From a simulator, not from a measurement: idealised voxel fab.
voxel transistor to metal: a process module
Cross-section cut: width 260 nm, square cells of 5 nm.
Format of a cross-section: grid, square cells. Given as bands. Order: top down. Band: one or more rows of cells. In this notation a band is specified by the heights of its top and bottom, in that order and in nm, after which its materials appear from left to right, each paired with its width in nm. The word "throughout" attached to a single material means that material fills the band from edge to edge; the word "air" stands for empty space. Height reference: 0 = level under which incoming wafer is all one material. Lowest band: no bottom, runs on downward, e.g. "0 and below". Read "30->40" as a graded width: first number on top, second number at the bottom, same change between each pair of neighbouring rows. "nothing altered" (step): cross-section cells unchanged, all of them. Empty spaces without an open route to the top, at least 8 cells in extent, make up the entry "Entrapped voids"; each is given as width x height at distance, where the distance is measured from the left edge, and all are in nm. If you see something after the settings on a step's line, that's the simulator's own remark about that step. What "overlay nm" on a step's line means: if the step has a mask, that mask lay this far to the right of its planned place, or, when the value is negative, to the left.

[Here's what the planned process steps look like]
| 1 | RECEIVE,material Si |
| 2 | OXIDIZE,depth nm 5 |
| 3 | CONFORMAL_DEP,material SiN,thk nm 10 |
| 4 | PATTERN,tone cover,mask id ACTIVE,material resist,width nm 105,pitch nm 125,thk nm 15,overlay nm 0 |
| 5 | DIRECTIONAL_ETCH,etch materials SiN,depth nm 10 |
| 6 | DIRECTIONAL_ETCH,etch materials SiO2,depth nm 5 |
| 7 | DIRECTIONAL_ETCH,etch materials Si,depth nm 30 |
| 8 | STRIP,etch materials resist |
| 9 | OXIDIZE,depth nm 5 |
| 10 | FILL_DEP,material SiO2,thk nm 15 |
| 11 | CMP,height nm 10 |
| 12 | SELECTIVE_ETCH,etch materials SiO2,depth nm 5 |
| 13 | STRIP,etch materials SiN |
| 14 | SELECTIVE_ETCH,etch materials SiO2,depth nm 5 |
| 15 | OXIDIZE,depth nm 5 |
| 16 | DIRECTIONAL_DEP,material polySi,thk nm 30 |
| 17 | DIRECTIONAL_DEP,material SiCN,thk nm 10 |
| 18 | MASKED_ETCH,tone cover,mask id GATE,width nm 15,pitch nm 125,etch materials SiCN,depth nm 20,overlay nm 0 |
| 19 | MASKED_ETCH,tone cover,mask id GATE,width nm 15,pitch nm 125,etch materials polySi,depth nm 40,overlay nm 0 |
| 20 | CONFORMAL_DEP,material SiO2,thk nm 5 |
| 21 | DIRECTIONAL_ETCH,etch materials SiO2,depth nm 5 |
| 22 | CONFORMAL_DEP,material SiN,thk nm 10 |
| 23 | DIRECTIONAL_ETCH,etch materials SiN,depth nm 10 |
| 24 | DIRECTIONAL_ETCH,etch materials SiO2,depth nm 5 |
| 25 | EPI,material SiGe,thk nm 5 |
| 26 | FILL_DEP,material SiO2,thk nm 10 |
| 27 | CMP,height nm 35 |
| 28 | DIRECTIONAL_DEP,material SiO2,thk nm 15 |
| 29 | PATTERN,tone open,mask id CONTACT,material resist,width nm 20,thk nm 15,overlay nm 0 |
| 30 | DIRECTIONAL_ETCH,etch materials SiO2,depth nm 55 |
| 31 | STRIP,etch materials resist |
| 32 | CONFORMAL_DEP,material TiN,thk nm 5 |
| 33 | FILL_DEP,material Ru,thk nm 5 |
| 34 | CMP,height nm 50 |
| 35 | CONFORMAL_DEP,material SiCN,thk nm 5 |
| 36 | DIRECTIONAL_DEP,material lowk,thk nm 15 |
| 37 | MASKED_ETCH,tone open,mask id METAL_1,width nm 20,etch materials lowk,depth nm 15,overlay nm 0 |
| 38 | MASKED_ETCH,tone open,mask id METAL_1,width nm 20,etch materials SiCN,depth nm 5,overlay nm -10 |
| 39 | CONFORMAL_DEP,material TiN,thk nm 5 |
| 40 | FILL_DEP,material W,thk nm 10 |
| 41 | CMP,height nm 70 |
| 42 | CONFORMAL_DEP,material SiCN,thk nm 5 |
| 43 | DIRECTIONAL_DEP,material SiO2,thk nm 35 |
| 44 | DIRECTIONAL_DEP,material aC,thk nm 10 |
| 45 | PATTERN,tone open,mask id METAL_2_HOLES,material resist,width nm 15,pitch nm 125,thk nm 30,overlay nm 0 |
| 46 | DIRECTIONAL_ETCH,etch materials aC,depth nm 10 |
| 47 | STRIP,etch materials resist |
| 48 | DIRECTIONAL_ETCH,etch materials SiO2,depth nm 35 |
| 49 | STRIP,etch materials aC |
| 50 | PATTERN,tone open,mask id METAL_2,material resist,width nm 20,pitch nm 125,thk nm 20,overlay nm 0 |
| 51 | DIRECTIONAL_ETCH,etch materials SiO2,depth nm 20 |
| 52 | DIRECTIONAL_ETCH,etch materials SiCN,depth nm 5 |
| 53 | STRIP,etch materials resist |
| 54 | CONFORMAL_DEP,material TiN,thk nm 5 |
| 55 | FILL_DEP,material Cu,thk nm 5 |
| 56 | CMP,height nm 110 |
| 57 | CONFORMAL_DEP,material SiN,thk nm 5 |
It is noted that the wafers described herein are identical at the outset and are distinguished by the overlay nm of step 38; the value stated in the plan corresponds to the first wafer.

[Incoming state of the first of several wafers in cross-section: after step 1]
	0 and below: Si throughout
	Entrapped voids: none

[The following table contains a row per wafer, in which are reported, at the conclusion of the module, the cells of each material gained (+) or lost (-) since the wafer's receipt, with its closed voids given thereafter]
overlay nm -10, +20 Cu, +80 Ru, -188 Si, +102 SiCN, +16 SiGe, +124 SiN, +710 SiO2, +172 TiN, +16 W, +108 lowk, +36 polySi, Entrapped voids: none
overlay nm -5, +20 Cu, +80 Ru, -188 Si, +98 SiCN, +16 SiGe, +124 SiN, +710 SiO2, +172 TiN, +20 W, +108 lowk, +36 polySi, Entrapped voids: none
overlay nm 0, +20 Cu, +80 Ru, -188 Si, +94 SiCN, +16 SiGe, +124 SiN, +710 SiO2, +172 TiN, +24 W, +108 lowk, +36 polySi, Entrapped voids: none
overlay nm 5, +20 Cu, +80 Ru, -188 Si, +98 SiCN, +16 SiGe, +124 SiN, +710 SiO2, +172 TiN, +20 W, +108 lowk, +36 polySi, Entrapped voids: none
overlay nm 10, +20 Cu, +80 Ru, -188 Si, +102 SiCN, +16 SiGe, +124 SiN, +710 SiO2, +172 TiN, +16 W, +108 lowk, +36 polySi, Entrapped voids: none
